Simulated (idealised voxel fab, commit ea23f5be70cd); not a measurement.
process module | voxel tone inversion
cross-section cut | 295 nm wide | cells 5 nm
A cross-section is a grid of square cells, given in bands from the top down. A band is one or more rows of cells.
Each band's line starts with the height of the band's top and of its bottom, in nm. Then come its materials from left to right, each with its width in nm. One material with "throughout" fills the band from edge to edge. "air" is empty space.
Height 0 is the level under which the wafer as received is all one material. The lowest band goes on downwards, as in "0 down".
A width such as "30 to 40" changes by the same amount from each row of cells to the next, from the band's top row to its bottom row.
"no change" after a step means that no cell of the cross-section changed.
closed voids: empty space of 8 cells or more with no open way to the top, each as width x height at its distance from the left edge, in nm
after a step's settings: what the simulator itself notes on the step
overlay nm, on a step with a mask: how far to the right of its planned place the mask lay; to the left if negative
plan
1 op RECEIVE | material Si
2 op CONFORMAL_DEP | material SiN | thk nm 5
3 op DIRECTIONAL_DEP | material polySi | thk nm 20
4 op PATTERN | tone cover | mask id POSTS | material resist | width nm 25 | pitch nm 55 | thk nm 25 | overlay nm 0
5 op DIRECTIONAL_ETCH | etch materials polySi | depth nm 20
6 op STRIP | etch materials resist
7 op FILL_DEP | material lowk | thk nm 5
8 op CMP | height nm 25
9 op STRIP | etch materials polySi
10 op CONFORMAL_DEP | material TiN | thk nm 5
11 op FILL_DEP | material Cu | thk nm 10
12 op CMP | height nm 25
13 op CONFORMAL_DEP | material SiCN | thk nm 5
as received, after step 1
  0 down: Si throughout
  closed voids: none
a wafer at the end: this start, this plan, one mistake
  30 to 25: SiCN throughout
  25 to 10: lowk 90 | TiN 5 | Cu 15 | TiN 5 | lowk 30 | TiN 5 | Cu 15 | TiN 5 | lowk 30 | TiN 5 | Cu 15 | TiN 5 | lowk 70
  10 to 5: lowk 90 | TiN 25 | lowk 30 | TiN 25 | lowk 30 | TiN 25 | lowk 70
  5 to 0: SiN throughout
  0 down: Si throughout
  closed voids: none
what went wrong: step 4 ran as: op PATTERN | tone cover | mask id POSTS | material resist | width nm 25 | pitch nm 55 | thk nm 25 | overlay nm 10
